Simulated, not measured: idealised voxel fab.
Documented hereafter: the process module known as voxel transistor to metal.
Section shown: cut. Width: 295 nm. Cell size: 5 nm, square.
Throughout this document, each cross-section is represented as a grid of square cells and is presented as a sequence of bands enumerated from the top downward, where a band comprises one or more rows of cells.
First you get the band's top height and its bottom height, in nm, and then the materials it's made of, left to right, with each width in nm. If you see a single material with "all across", that one covers the band edge to edge. "blank" is empty space.
Convention: height 0 is the level below which the wafer, as received, is all one material. The lowest band does not terminate at the bottom but continues downward, represented as "from 0 down".
The width entry "30..40" should be interpreted row by row: the top row of cells in the band takes the first number, the bottom row takes the second number, and the change between adjacent rows is uniform throughout.
Key: "nothing different" - step with no changed cell in the cross-section.
"Unvented cavities" specifies each empty space that is not open to the top and that occupies no fewer than 8 cells, using the form width x height at distance, the distance measured from the left edge and all three quantities in nm.
Whatever follows a step's settings on its line is a remark the simulator itself makes about that step.
overlay nm: for a step with a mask, the amount by which the mask lay right of where it was planned; a negative amount means left of it.
Pairs, read this way: before one process step on the one hand, after it on the other, the after cross-section ending at the lowest band that changed; the step between, settings included, beneath. Same starting wafer throughout, but possibly different runs of this module, so no pair continues from the pair above unless its entry headed "Pre-process state" says so.

-- Pre-process state
    from 10 to 0  30 nm blank, then 105 nm SiN, then 20 nm blank, then 105 nm SiN, then 35 nm blank
    from 0 to -5  30 nm blank, then 105 nm SiO2, then 20 nm blank, then 105 nm SiO2, then 35 nm blank
    from -5 to -75  30 nm blank, then 5 nm SiO2, then 95 nm Si, then 5 nm SiO2, then 20 nm blank, then 5 nm SiO2, then 95 nm Si, then 5 nm SiO2, then 35 nm blank
    from -75 to -80  35 nm SiO2, then 95 nm Si, then 30 nm SiO2, then 95 nm Si, then 40 nm SiO2
    from -80 down  Si all across
    Unvented cavities: none

-- Sectional Result
    from 20 to 10  SiO2 all across
    from 10 to 0  30 nm SiO2, then 105 nm SiN, then 20 nm SiO2, then 105 nm SiN, then 35 nm SiO2
    from 0 to -5  SiO2 all across
    from -5 to -80  35 nm SiO2, then 95 nm Si, then 30 nm SiO2, then 95 nm Si, then 40 nm SiO2
    Beneath the level -80, the cross-section is identical to its previous state.
    Unvented cavities: none
Transition step, before and after shown above: FILL_DEP (material SiO2; thk nm 10)

Pre-process state: The structure entering this step is exactly what the pair just above shows after its step.

-- Sectional Result
    from 10 to 0  30 nm SiO2, then 105 nm SiN, then 20 nm SiO2, then 105 nm SiN, then 35 nm SiO2
    Beneath the level 0, the cross-section is identical to its previous state.
    Unvented cavities: none
Transition step, before and after shown above: CMP (height nm 10)

Pre-process state: The structure entering this step is exactly what the pair just above shows after its step.

-- Sectional Result
    from 10 to 5  30 nm blank, then 105 nm SiN, then 20 nm blank, then 105 nm SiN, then 35 nm blank
    Beneath the level 5, the cross-section is identical to its previous state.
    Unvented cavities: none
Transition step, before and after shown above: SELECTIVE_ETCH (etch materials SiO2; depth nm 5)

Pre-process state: The structure entering this step is exactly what the pair just above shows after its step.

-- Sectional Result
    from 5 to 0  30 nm SiO2, then 105 nm blank, then 20 nm SiO2, then 105 nm blank, then 35 nm SiO2
    Beneath the level 0, the cross-section is identical to its previous state.
    Unvented cavities: none
Transition step, before and after shown above: STRIP (etch materials SiN)

Pre-process state: The structure entering this step is exactly what the pair just above shows after its step.

-- Sectional Result
    from 0 to -5  25 nm SiO2, then 115 nm blank, then 10 nm SiO2, then 115 nm blank, then 30 nm SiO2
    Beneath the level -5, the cross-section is identical to its previous state.
    Unvented cavities: none
Transition step, before and after shown above: SELECTIVE_ETCH (etch materials SiO2; depth nm 5)

Pre-process state: The structure entering this step is exactly what the pair just above shows after its step.

-- Sectional Result
    from 0 to -5  25 nm SiO2, then 115 nm blank, then 10 nm SiO2, then 115 nm blank, then 30 nm SiO2
    from -5 to -10  SiO2 all across
    Beneath the level -10, the cross-section is identical to its previous state.
    Unvented cavities: none
Transition step, before and after shown above: OXIDIZE (depth nm 5)

Pre-process state: The structure entering this step is exactly what the pair just above shows after its step.

-- Sectional Result
    from 25 to 20  25 nm polySi, then 115 nm blank, then 10 nm polySi, then 115 nm blank, then 30 nm polySi
    from 20 to 0  polySi all across
    from 0 to -5  25 nm SiO2, then 115 nm polySi, then 10 nm SiO2, then 115 nm polySi, then 30 nm SiO2
    Beneath the level -5, the cross-section is identical to its previous state.
    Unvented cavities: none
Transition step, before and after shown above: DIRECTIONAL_DEP (material polySi; thk nm 25)

Pre-process state: The structure entering this step is exactly what the pair just above shows after its step.

-- Sectional Result
    from 35 to 30  25 nm SiCN, then 115 nm blank, then 10 nm SiCN, then 115 nm blank, then 30 nm SiCN
    from 30 to 25  SiCN all across
    from 25 to 20  25 nm polySi, then 115 nm SiCN, then 10 nm polySi, then 115 nm SiCN, then 30 nm polySi
    Beneath the level 20, the cross-section is identical to its previous state.
    Unvented cavities: none
Transition step, before and after shown above: DIRECTIONAL_DEP (material SiCN; thk nm 10)

Pre-process state: The structure entering this step is exactly what the pair just above shows after its step.

-- Sectional Result
    from 45 to 40  25 nm aC, then 115 nm blank, then 10 nm aC, then 115 nm blank, then 30 nm aC
    from 40 to 35  aC all across
    from 35 to 30  25 nm SiCN, then 115 nm aC, then 10 nm SiCN, then 115 nm aC, then 30 nm SiCN
    Beneath the level 30, the cross-section is identical to its previous state.
    Unvented cavities: none
Transition step, before and after shown above: DIRECTIONAL_DEP (material aC; thk nm 10)

Pre-process state: The structure entering this step is exactly what the pair just above shows after its step.

-- Sectional Result
    from 70 to 45  65 nm blank, then 35 nm resist, then 90 nm blank, then 35 nm resist, then 70 nm blank
    from 45 to 40  25 nm aC, then 40 nm blank, then 35 nm resist, then 40 nm blank, then 10 nm aC, then 40 nm blank, then 35 nm resist, then 40 nm blank, then 30 nm aC
    Beneath the level 40, the cross-section is identical to its previous state.
    Unvented cavities: none
Transition step, before and after shown above: PATTERN (tone cover; mask id GATE; material resist; width nm 35; pitch nm 125; thk nm 25; overlay nm 0)

Pre-process state: The structure entering this step is exactly what the pair just above shows after its step.

-- Sectional Result
    from 60 to 40  65 nm blank, then 35 nm resist, then 90 nm blank, then 35 nm resist, then 70 nm blank
    from 40 to 35  65 nm blank, then 35 nm aC, then 90 nm blank, then 35 nm aC, then 70 nm blank
    from 35 to 30  25 nm SiCN, then 40 nm blank, then 35 nm aC, then 40 nm blank, then 10 nm SiCN, then 40 nm blank, then 35 nm aC, then 40 nm blank, then 30 nm SiCN
    Beneath the level 30, the cross-section is identical to its previous state.
    Unvented cavities: none
Transition step, before and after shown above: DIRECTIONAL_ETCH (etch materials aC; depth nm 10)

Pre-process state: The structure entering this step is exactly what the pair just above shows after its step.

-- Sectional Result
    from 40 to 35  65 nm blank, then 35 nm aC, then 90 nm blank, then 35 nm aC, then 70 nm blank
    Beneath the level 35, the cross-section is identical to its previous state.
    Unvented cavities: none
Transition step, before and after shown above: STRIP (etch materials resist)

Pre-process state: The structure entering this step is exactly what the pair just above shows after its step.

-- Sectional Result
    from 40 to 30  65 nm blank, then 35 nm aC, then 90 nm blank, then 35 nm aC, then 70 nm blank
    from 30 to 25  65 nm blank, then 35 nm SiCN, then 90 nm blank, then 35 nm SiCN, then 70 nm blank
    from 25 to 20  25 nm polySi, then 40 nm blank, then 35 nm SiCN, then 40 nm blank, then 10 nm polySi, then 40 nm blank, then 35 nm SiCN, then 40 nm blank, then 30 nm polySi
    Beneath the level 20, the cross-section is identical to its previous state.
    Unvented cavities: none
Transition step, before and after shown above: DIRECTIONAL_ETCH (etch materials SiCN; depth nm 20)

Pre-process state: The structure entering this step is exactly what the pair just above shows after its step.

-- Sectional Result
    from 40 to 30  65 nm blank, then 35 nm aC, then 90 nm blank, then 35 nm aC, then 70 nm blank
    from 30 to 20  65 nm blank, then 35 nm SiCN, then 90 nm blank, then 35 nm SiCN, then 70 nm blank
    from 20 to 0  65 nm blank, then 35 nm polySi, then 90 nm blank, then 35 nm polySi, then 70 nm blank
    from 0 to -5  25 nm SiO2, then 40 nm blank, then 35 nm polySi, then 40 nm blank, then 10 nm SiO2, then 40 nm blank, then 35 nm polySi, then 40 nm blank, then 30 nm SiO2
    Beneath the level -5, the cross-section is identical to its previous state.
    Unvented cavities: none
Transition step, before and after shown above: DIRECTIONAL_ETCH (etch materials polySi; depth nm 35)

Pre-process state: The structure entering this step is exactly what the pair just above shows after its step.

-- Sectional Result
    from 30 to 20  65 nm blank, then 35 nm SiCN, then 90 nm blank, then 35 nm SiCN, then 70 nm blank
    Beneath the level 20, the cross-section is identical to its previous state.
    Unvented cavities: none
Transition step, before and after shown above: STRIP (etch materials aC)

Pre-process state: The structure entering this step is exactly what the pair just above shows after its step.

-- Sectional Result
    from 40 to 30  55 nm blank, then 55 nm SiN, then 70 nm blank, then 55 nm SiN, then 60 nm blank
    from 30 to 20  55 nm blank, then 10 nm SiN, then 35 nm SiCN, then 10 nm SiN, then 70 nm blank, then 10 nm SiN, then 35 nm SiCN, then 10 nm SiN, then 60 nm blank
    from 20 to 10  55 nm blank, then 10 nm SiN, then 35 nm polySi, then 10 nm SiN, then 70 nm blank, then 10 nm SiN, then 35 nm polySi, then 10 nm SiN, then 60 nm blank
    from 10 to 5  35 nm SiN, then 20 nm blank, then 10 nm SiN, then 35 nm polySi, then 10 nm SiN, then 20 nm blank, then 30 nm SiN, then 20 nm blank, then 10 nm SiN, then 35 nm polySi, then 10 nm SiN, then 20 nm blank, then 40 nm SiN
    from 5 to 0  65 nm SiN, then 35 nm polySi, then 90 nm SiN, then 35 nm polySi, then 70 nm SiN
    from 0 to -5  25 nm SiO2, then 40 nm SiN, then 35 nm polySi, then 40 nm SiN, then 10 nm SiO2, then 40 nm SiN, then 35 nm polySi, then 40 nm SiN, then 30 nm SiO2
    Beneath the level -5, the cross-section is identical to its previous state.
    Unvented cavities: none
Transition step, before and after shown above: CONFORMAL_DEP (material SiN; thk nm 10)

Pre-process state: The structure entering this step is exactly what the pair just above shows after its step.

-- Sectional Result
    from 30 to 20  55 nm blank, then 10 nm SiN, then 35 nm SiCN, then 10 nm SiN, then 70 nm blank, then 10 nm SiN, then 35 nm SiCN, then 10 nm SiN, then 60 nm blank
    from 20 to 0  55 nm blank, then 10 nm SiN, then 35 nm polySi, then 10 nm SiN, then 70 nm blank, then 10 nm SiN, then 35 nm polySi, then 10 nm SiN, then 60 nm blank
    from 0 to -5  25 nm SiO2, then 10 nm SiN, then 20 nm blank, then 10 nm SiN, then 35 nm polySi, then 10 nm SiN, then 20 nm blank, then 10 nm SiN, then 10 nm SiO2, then 10 nm SiN, then 20 nm blank, then 10 nm SiN, then 35 nm polySi, then 10 nm SiN, then 20 nm blank, then 10 nm SiN, then 30 nm SiO2
    Beneath the level -5, the cross-section is identical to its previous state.
    Unvented cavities: none
Transition step, before and after shown above: DIRECTIONAL_ETCH (etch materials SiN; depth nm 10)

Pre-process state: The structure entering this step is exactly what the pair just above shows after its step.

-- Sectional Result
    from 30 to 20  55 nm blank, then 10 nm SiN, then 35 nm SiCN, then 10 nm SiN, then 70 nm blank, then 10 nm SiN, then 35 nm SiCN, then 10 nm SiN, then 60 nm blank
    from 20 to 0  55 nm blank, then 10 nm SiN, then 35 nm polySi, then 10 nm SiN, then 70 nm blank, then 10 nm SiN, then 35 nm polySi, then 10 nm SiN, then 60 nm blank
    from 0 to -5  25 nm blank, then 10 nm SiN, then 20 nm blank, then 10 nm SiN, then 35 nm polySi, then 10 nm SiN, then 20 nm blank, then 10 nm SiN, then 10 nm blank, then 10 nm SiN, then 20 nm blank, then 10 nm SiN, then 35 nm polySi, then 10 nm SiN, then 20 nm blank, then 10 nm SiN, then 30 nm blank
    from -5 to -10  35 nm SiO2, then 20 nm blank, then 55 nm SiO2, then 20 nm blank, then 30 nm SiO2, then 20 nm blank, then 55 nm SiO2, then 20 nm blank, then 40 nm SiO2
    Beneath the level -10, the cross-section is identical to its previous state.
    Unvented cavities: none
Transition step, before and after shown above: DIRECTIONAL_ETCH (etch materials SiO2; depth nm 5)

Pre-process state: The structure entering this step is exactly what the pair just above shows after its step.

-- Sectional Result
    from 30 to 20  55 nm blank, then 10 nm SiN, then 35 nm SiCN, then 10 nm SiN, then 70 nm blank, then 10 nm SiN, then 35 nm SiCN, then 10 nm SiN, then 60 nm blank
    from 20 to 0  55 nm blank, then 10 nm SiN, then 35 nm polySi, then 10 nm SiN, then 70 nm blank, then 10 nm SiN, then 35 nm polySi, then 10 nm SiN, then 60 nm blank
    from 0 to -5  25 nm blank, then 10 nm SiN, then 20 nm blank, then 10 nm SiN, then 35 nm polySi, then 10 nm SiN, then 20 nm blank, then 10 nm SiN, then 10 nm blank, then 10 nm SiN, then 20 nm blank, then 10 nm SiN, then 35 nm polySi, then 10 nm SiN, then 20 nm blank, then 10 nm SiN, then 30 nm blank
    from -5 to -10  35 nm SiO2, then 20 nm blank, then 55 nm SiO2, then 20 nm blank, then 30 nm SiO2, then 20 nm blank, then 55 nm SiO2, then 20 nm blank, then 40 nm SiO2
    from -10 to -20  35 nm SiO2, then 20 nm blank, then 55 nm Si, then 20 nm blank, then 30 nm SiO2, then 20 nm blank, then 55 nm Si, then 20 nm blank, then 40 nm SiO2
    Beneath the level -20, the cross-section is identical to its previous state.
    Unvented cavities: none
Transition step, before and after shown above: DIRECTIONAL_ETCH (etch materials Si; depth nm 10)

Pre-process state: The structure entering this step is exactly what the pair just above shows after its step.

-- Sectional Result
    from 30 to 20  55 nm blank, then 10 nm SiN, then 35 nm SiCN, then 10 nm SiN, then 70 nm blank, then 10 nm SiN, then 35 nm SiCN, then 10 nm SiN, then 60 nm blank
    from 20 to 5  55 nm blank, then 10 nm SiN, then 35 nm polySi, then 10 nm SiN, then 70 nm blank, then 10 nm SiN, then 35 nm polySi, then 10 nm SiN, then 60 nm blank
    from 5 to 0  40 nm blank, then 15 nm nSi, then 10 nm SiN, then 35 nm polySi, then 10 nm SiN, then 15 nm nSi, then 40 nm blank, then 15 nm nSi, then 10 nm SiN, then 35 nm polySi, then 10 nm SiN, then 15 nm nSi, then 45 nm blank
    from 0 to -5  25 nm blank, then 10 nm SiN, then 5 nm blank, then 15 nm nSi, then 10 nm SiN, then 35 nm polySi, then 10 nm SiN, then 15 nm nSi, then 5 nm blank, then 10 nm SiN, then 10 nm blank, then 10 nm SiN, then 5 nm blank, then 15 nm nSi, then 10 nm SiN, then 35 nm polySi, then 10 nm SiN, then 15 nm nSi, then 5 nm blank, then 10 nm SiN, then 30 nm blank
    from -5 to -10  35 nm SiO2, then 20 nm nSi, then 55 nm SiO2, then 20 nm nSi, then 30 nm SiO2, then 20 nm nSi, then 55 nm SiO2, then 20 nm nSi, then 40 nm SiO2
    from -10 to -20  35 nm SiO2, then 20 nm nSi, then 55 nm Si, then 20 nm nSi, then 30 nm SiO2, then 20 nm nSi, then 55 nm Si, then 20 nm nSi, then 40 nm SiO2
    Beneath the level -20, the cross-section is identical to its previous state.
    Unvented cavities: none
Transition step, before and after shown above: EPI (material nSi; thk nm 15)

Pre-process state: The structure entering this step is exactly what the pair just above shows after its step.

-- Sectional Result
    from 35 to 30  SiO2 all across
    from 30 to 20  55 nm SiO2, then 10 nm SiN, then 35 nm SiCN, then 10 nm SiN, then 70 nm SiO2, then 10 nm SiN, then 35 nm SiCN, then 10 nm SiN, then 60 nm SiO2
    from 20 to 5  55 nm SiO2, then 10 nm SiN, then 35 nm polySi, then 10 nm SiN, then 70 nm SiO2, then 10 nm SiN, then 35 nm polySi, then 10 nm SiN, then 60 nm SiO2
    from 5 to 0  40 nm SiO2, then 15 nm nSi, then 10 nm SiN, then 35 nm polySi, then 10 nm SiN, then 15 nm nSi, then 40 nm SiO2, then 15 nm nSi, then 10 nm SiN, then 35 nm polySi, then 10 nm SiN, then 15 nm nSi, then 45 nm SiO2
    from 0 to -5  25 nm SiO2, then 10 nm SiN, then 5 nm SiO2, then 15 nm nSi, then 10 nm SiN, then 35 nm polySi, then 10 nm SiN, then 15 nm nSi, then 5 nm SiO2, then 10 nm SiN, then 10 nm SiO2, then 10 nm SiN, then 5 nm SiO2, then 15 nm nSi, then 10 nm SiN, then 35 nm polySi, then 10 nm SiN, then 15 nm nSi, then 5 nm SiO2, then 10 nm SiN, then 30 nm SiO2
    Beneath the level -5, the cross-section is identical to its previous state.
    Unvented cavities: none
Transition step, before and after shown above: FILL_DEP (material SiO2; thk nm 5)

Pre-process state: The structure entering this step is exactly what the pair just above shows after its step.

-- Sectional Result
    from 20 to 5  55 nm SiO2, then 10 nm SiN, then 35 nm polySi, then 10 nm SiN, then 70 nm SiO2, then 10 nm SiN, then 35 nm polySi, then 10 nm SiN, then 60 nm SiO2
    Beneath the level 5, the cross-section is identical to its previous state.
    Unvented cavities: none
Transition step, before and after shown above: CMP (height nm 20)

Pre-process state: The structure entering this step is exactly what the pair just above shows after its step.

-- Sectional Result
    from 20 to 5  55 nm SiO2, then 10 nm SiN, then 35 nm blank, then 10 nm SiN, then 70 nm SiO2, then 10 nm SiN, then 35 nm blank, then 10 nm SiN, then 60 nm SiO2
    from 5 to 0  40 nm SiO2, then 15 nm nSi, then 10 nm SiN, then 35 nm blank, then 10 nm SiN, then 15 nm nSi, then 40 nm SiO2, then 15 nm nSi, then 10 nm SiN, then 35 nm blank, then 10 nm SiN, then 15 nm nSi, then 45 nm SiO2
    from 0 to -5  25 nm SiO2, then 10 nm SiN, then 5 nm SiO2, then 15 nm nSi, then 10 nm SiN, then 35 nm blank, then 10 nm SiN, then 15 nm nSi, then 5 nm SiO2, then 10 nm SiN, then 10 nm SiO2, then 10 nm SiN, then 5 nm SiO2, then 15 nm nSi, then 10 nm SiN, then 35 nm blank, then 10 nm SiN, then 15 nm nSi, then 5 nm SiO2, then 10 nm SiN, then 30 nm SiO2
    Beneath the level -5, the cross-section is identical to its previous state.
    Unvented cavities: none
Transition step, before and after shown above: STRIP (etch materials polySi)

Pre-process state: The structure entering this step is exactly what the pair just above shows after its step.

-- Sectional Result
    from 20 to 15  55 nm blank, then 10 nm SiN, then 35 nm blank, then 10 nm SiN, then 70 nm blank, then 10 nm SiN, then 35 nm blank, then 10 nm SiN, then 60 nm blank
    from 15 to 5  55 nm SiO2, then 10 nm SiN, then 35 nm blank, then 10 nm SiN, then 70 nm SiO2, then 10 nm SiN, then 35 nm blank, then 10 nm SiN, then 60 nm SiO2
    from 5 to 0  40 nm SiO2, then 15 nm nSi, then 10 nm SiN, then 35 nm blank, then 10 nm SiN, then 15 nm nSi, then 40 nm SiO2, then 15 nm nSi, then 10 nm SiN, then 35 nm blank, then 10 nm SiN, then 15 nm nSi, then 45 nm SiO2
    from 0 to -5  25 nm SiO2, then 10 nm SiN, then 5 nm SiO2, then 15 nm nSi, then 10 nm SiN, then 35 nm blank, then 10 nm SiN, then 15 nm nSi, then 5 nm SiO2, then 10 nm SiN, then 10 nm SiO2, then 10 nm SiN, then 5 nm SiO2, then 15 nm nSi, then 10 nm SiN, then 35 nm blank, then 10 nm SiN, then 15 nm nSi, then 5 nm SiO2, then 10 nm SiN, then 30 nm SiO2
    from -5 to -10  35 nm SiO2, then 20 nm nSi, then 5 nm SiO2, then 45 nm blank, then 5 nm SiO2, then 20 nm nSi, then 30 nm SiO2, then 20 nm nSi, then 5 nm SiO2, then 45 nm blank, then 5 nm SiO2, then 20 nm nSi, then 40 nm SiO2
    Beneath the level -10, the cross-section is identical to its previous state.
    Unvented cavities: none
Transition step, before and after shown above: SELECTIVE_ETCH (etch materials SiO2; depth nm 5)

Pre-process state: The structure entering this step is exactly what the pair just above shows after its step.

-- Sectional Result
    from 25 to 20  50 nm blank, then 20 nm HfO2, then 25 nm blank, then 20 nm HfO2, then 60 nm blank, then 20 nm HfO2, then 25 nm blank, then 20 nm HfO2, then 55 nm blank
    from 20 to 15  55 nm HfO2, then 10 nm SiN, then 5 nm HfO2, then 25 nm blank, then 5 nm HfO2, then 10 nm SiN, then 70 nm HfO2, then 10 nm SiN, then 5 nm HfO2, then 25 nm blank, then 5 nm HfO2, then 10 nm SiN, then 60 nm HfO2
    from 15 to 5  55 nm SiO2, then 10 nm SiN, then 5 nm HfO2, then 25 nm blank, then 5 nm HfO2, then 10 nm SiN, then 70 nm SiO2, then 10 nm SiN, then 5 nm HfO2, then 25 nm blank, then 5 nm HfO2, then 10 nm SiN, then 60 nm SiO2
    from 5 to 0  40 nm SiO2, then 15 nm nSi, then 10 nm SiN, then 5 nm HfO2, then 25 nm blank, then 5 nm HfO2, then 10 nm SiN, then 15 nm nSi, then 40 nm SiO2, then 15 nm nSi, then 10 nm SiN, then 5 nm HfO2, then 25 nm blank, then 5 nm HfO2, then 10 nm SiN, then 15 nm nSi, then 45 nm SiO2
    from 0 to -5  25 nm SiO2, then 10 nm SiN, then 5 nm SiO2, then 15 nm nSi, then 10 nm SiN, then 5 nm HfO2, then 25 nm blank, then 5 nm HfO2, then 10 nm SiN, then 15 nm nSi, then 5 nm SiO2, then 10 nm SiN, then 10 nm SiO2, then 10 nm SiN, then 5 nm SiO2, then 15 nm nSi, then 10 nm SiN, then 5 nm HfO2, then 25 nm blank, then 5 nm HfO2, then 10 nm SiN, then 15 nm nSi, then 5 nm SiO2, then 10 nm SiN, then 30 nm SiO2
    from -5 to -10  35 nm SiO2, then 20 nm nSi, then 5 nm SiO2, then 45 nm HfO2, then 5 nm SiO2, then 20 nm nSi, then 30 nm SiO2, then 20 nm nSi, then 5 nm SiO2, then 45 nm HfO2, then 5 nm SiO2, then 20 nm nSi, then 40 nm SiO2
    Beneath the level -10, the cross-section is identical to its previous state.
    Unvented cavities: none
Transition step, before and after shown above: CONFORMAL_DEP (material HfO2; thk nm 5)

Pre-process state: The structure entering this step is exactly what the pair just above shows after its step.

-- Sectional Result
    from 30 to 25  45 nm blank, then 30 nm TiN, then 15 nm blank, then 30 nm TiN, then 50 nm blank, then 30 nm TiN, then 15 nm blank, then 30 nm TiN, then 50 nm blank
    from 25 to 20  50 nm TiN, then 20 nm HfO2, then 5 nm TiN, then 15 nm blank, then 5 nm TiN, then 20 nm HfO2, then 60 nm TiN, then 20 nm HfO2, then 5 nm TiN, then 15 nm blank, then 5 nm TiN, then 20 nm HfO2, then 55 nm TiN
    from 20 to 15  55 nm HfO2, then 10 nm SiN, then 5 nm HfO2, then 5 nm TiN, then 15 nm blank, then 5 nm TiN, then 5 nm HfO2, then 10 nm SiN, then 70 nm HfO2, then 10 nm SiN, then 5 nm HfO2, then 5 nm TiN, then 15 nm blank, then 5 nm TiN, then 5 nm HfO2, then 10 nm SiN, then 60 nm HfO2
    from 15 to 5  55 nm SiO2, then 10 nm SiN, then 5 nm HfO2, then 5 nm TiN, then 15 nm blank, then 5 nm TiN, then 5 nm HfO2, then 10 nm SiN, then 70 nm SiO2, then 10 nm SiN, then 5 nm HfO2, then 5 nm TiN, then 15 nm blank, then 5 nm TiN, then 5 nm HfO2, then 10 nm SiN, then 60 nm SiO2
    from 5 to 0  40 nm SiO2, then 15 nm nSi, then 10 nm SiN, then 5 nm HfO2, then 5 nm TiN, then 15 nm blank, then 5 nm TiN, then 5 nm HfO2, then 10 nm SiN, then 15 nm nSi, then 40 nm SiO2, then 15 nm nSi, then 10 nm SiN, then 5 nm HfO2, then 5 nm TiN, then 15 nm blank, then 5 nm TiN, then 5 nm HfO2, then 10 nm SiN, then 15 nm nSi, then 45 nm SiO2
    from 0 to -5  25 nm SiO2, then 10 nm SiN, then 5 nm SiO2, then 15 nm nSi, then 10 nm SiN, then 5 nm HfO2, then 25 nm TiN, then 5 nm HfO2, then 10 nm SiN, then 15 nm nSi, then 5 nm SiO2, then 10 nm SiN, then 10 nm SiO2, then 10 nm SiN, then 5 nm SiO2, then 15 nm nSi, then 10 nm SiN, then 5 nm HfO2, then 25 nm TiN, then 5 nm HfO2, then 10 nm SiN, then 15 nm nSi, then 5 nm SiO2, then 10 nm SiN, then 30 nm SiO2
    Beneath the level -5, the cross-section is identical to its previous state.
    Unvented cavities: none
Transition step, before and after shown above: CONFORMAL_DEP (material TiN; thk nm 5)

Pre-process state: The structure entering this step is exactly what the pair just above shows after its step.

-- Sectional Result
    from 35 to 30  W all across
    from 30 to 25  45 nm W, then 30 nm TiN, then 15 nm W, then 30 nm TiN, then 50 nm W, then 30 nm TiN, then 15 nm W, then 30 nm TiN, then 50 nm W
    from 25 to 20  50 nm TiN, then 20 nm HfO2, then 5 nm TiN, then 15 nm W, then 5 nm TiN, then 20 nm HfO2, then 60 nm TiN, then 20 nm HfO2, then 5 nm TiN, then 15 nm W, then 5 nm TiN, then 20 nm HfO2, then 55 nm TiN
    from 20 to 15  55 nm HfO2, then 10 nm SiN, then 5 nm HfO2, then 5 nm TiN, then 15 nm W, then 5 nm TiN, then 5 nm HfO2, then 10 nm SiN, then 70 nm HfO2, then 10 nm SiN, then 5 nm HfO2, then 5 nm TiN, then 15 nm W, then 5 nm TiN, then 5 nm HfO2, then 10 nm SiN, then 60 nm HfO2
    from 15 to 5  55 nm SiO2, then 10 nm SiN, then 5 nm HfO2, then 5 nm TiN, then 15 nm W, then 5 nm TiN, then 5 nm HfO2, then 10 nm SiN, then 70 nm SiO2, then 10 nm SiN, then 5 nm HfO2, then 5 nm TiN, then 15 nm W, then 5 nm TiN, then 5 nm HfO2, then 10 nm SiN, then 60 nm SiO2
    from 5 to 0  40 nm SiO2, then 15 nm nSi, then 10 nm SiN, then 5 nm HfO2, then 5 nm TiN, then 15 nm W, then 5 nm TiN, then 5 nm HfO2, then 10 nm SiN, then 15 nm nSi, then 40 nm SiO2, then 15 nm nSi, then 10 nm SiN, then 5 nm HfO2, then 5 nm TiN, then 15 nm W, then 5 nm TiN, then 5 nm HfO2, then 10 nm SiN, then 15 nm nSi, then 45 nm SiO2
    Beneath the level 0, the cross-section is identical to its previous state.
    Unvented cavities: none
Transition step, before and after shown above: FILL_DEP (material W; thk nm 5)

Pre-process state: The structure entering this step is exactly what the pair just above shows after its step.

-- Sectional Result
    from 15 to 5  55 nm SiO2, then 10 nm SiN, then 5 nm HfO2, then 5 nm TiN, then 15 nm W, then 5 nm TiN, then 5 nm HfO2, then 10 nm SiN, then 70 nm SiO2, then 10 nm SiN, then 5 nm HfO2, then 5 nm TiN, then 15 nm W, then 5 nm TiN, then 5 nm HfO2, then 10 nm SiN, then 60 nm SiO2
    Beneath the level 5, the cross-section is identical to its previous state.
    Unvented cavities: none
Transition step, before and after shown above: CMP (height nm 15)

Pre-process state: The structure entering this step is exactly what the pair just above shows after its step.

-- Sectional Result
    from 25 to 15  SiO2 all across
    Beneath the level 15, the cross-section is identical to its previous state.
    Unvented cavities: none
Transition step, before and after shown above: DIRECTIONAL_DEP (material SiO2; thk nm 10)

Pre-process state: The structure entering this step is exactly what the pair just above shows after its step.

-- Sectional Result
    from 40 to 25  aC all across
    Beneath the level 25, the cross-section is identical to its previous state.
    Unvented cavities: none
Transition step, before and after shown above: DIRECTIONAL_DEP (material aC; thk nm 15)

Pre-process state: The structure entering this step is exactly what the pair just above shows after its step.

-- Sectional Result
    from 75 to 40  35 nm resist, then 15 nm blank, then 65 nm resist, then 15 nm blank, then 30 nm resist, then 15 nm blank, then 65 nm resist, then 15 nm blank, then 40 nm resist
    Beneath the level 40, the cross-section is identical to its previous state.
    Unvented cavities: none
Transition step, before and after shown above: PATTERN (tone open; mask id CONTACT; material resist; width nm 15; thk nm 35; overlay nm 0)

Pre-process state: The structure entering this step is exactly what the pair just above shows after its step.

-- Sectional Result
    from 60 to 40  35 nm resist, then 15 nm blank, then 65 nm resist, then 15 nm blank, then 30 nm resist, then 15 nm blank, then 65 nm resist, then 15 nm blank, then 40 nm resist
    from 40 to 25  35 nm aC, then 15 nm blank, then 65 nm aC, then 15 nm blank, then 30 nm aC, then 15 nm blank, then 65 nm aC, then 15 nm blank, then 40 nm aC
    Beneath the level 25, the cross-section is identical to its previous state.
    Unvented cavities: none
Transition step, before and after shown above: DIRECTIONAL_ETCH (etch materials aC; depth nm 15)

Pre-process state: The structure entering this step is exactly what the pair just above shows after its step.

-- Sectional Result
    from 40 to 25  35 nm aC, then 15 nm blank, then 65 nm aC, then 15 nm blank, then 30 nm aC, then 15 nm blank, then 65 nm aC, then 15 nm blank, then 40 nm aC
    Beneath the level 25, the cross-section is identical to its previous state.
    Unvented cavities: none
Transition step, before and after shown above: STRIP (etch materials resist)
